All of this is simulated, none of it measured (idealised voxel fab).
A process module follows: voxel spacer lines.
Cross-section cut: width 295 nm, square cells of 5 nm.
Cross-section format: a grid of square cells, given as bands from top to bottom; each band is one or more rows of cells.
Top, bottom (nm), then materials left to right with widths (nm); lone material tagged "throughout" fills the whole band edge to edge; "empty" = empty space.
Convention: height 0 is the level below which the wafer, as received, is all one material. The lowest band does not terminate at the bottom but continues downward, represented as "0 nm and below".
Per-row width for "30 to 40": begins at first number (top row of band), ends at second number (bottom row), increment between rows held constant.
Basically "everything unchanged" means that step didn't change any cell in the cross-section.
"Tabulated closed voids" - sealed voids, min. 8 cells, no opening to top; format: width x height at distance (distance from left edge; nm throughout).
Anything after a step's settings on that line? It's the simulator's own note about the step.
If you see "overlay nm" on a step's line and that step has a mask, it's telling you how far right of where it was planned the mask ended up; a negative number means it went left instead.

Below is the list of planned process steps
1: RECEIVE: material Si
2: CONFORMAL_DEP: material SiO2, thk nm 5
3: DIRECTIONAL_DEP: material W, thk nm 15
4: DIRECTIONAL_DEP: material polySi, thk nm 20
5: PATTERN: tone cover, mask id MANDREL, material resist, width nm 15, pitch nm 60, thk nm 25, overlay nm 0
6: DIRECTIONAL_ETCH: etch materials polySi, depth nm 20
7: STRIP: etch materials resist
8: CONFORMAL_DEP: material SiN, thk nm 15
9: DIRECTIONAL_ETCH: etch materials SiN, depth nm 15
10: STRIP: etch materials polySi
11: DIRECTIONAL_ETCH: etch materials W, depth nm 15
12: STRIP: etch materials SiN

As-received state of the wafer in cross-section, equivalent to post-step 1
    0 nm and below | Si throughout
    Tabulated closed voids: none

Starting wafer: above. Plan: above. Run: one mistake. Cross-section after the module: below
    35 nm to 20 nm | empty 65 nm  W 15 nm  empty 15 nm  W 15 nm  empty 15 nm  W 15 nm  empty 15 nm  W 15 nm  empty 15 nm  W 15 nm  empty 15 nm  W 15 nm  empty 65 nm
    20 nm to 5 nm | W throughout
    5 nm to 0 nm | SiO2 throughout
    0 nm and below | Si throughout
    Tabulated closed voids: none
What was done differently from what was planned? it should be noted that step 3 of the plan was executed twice
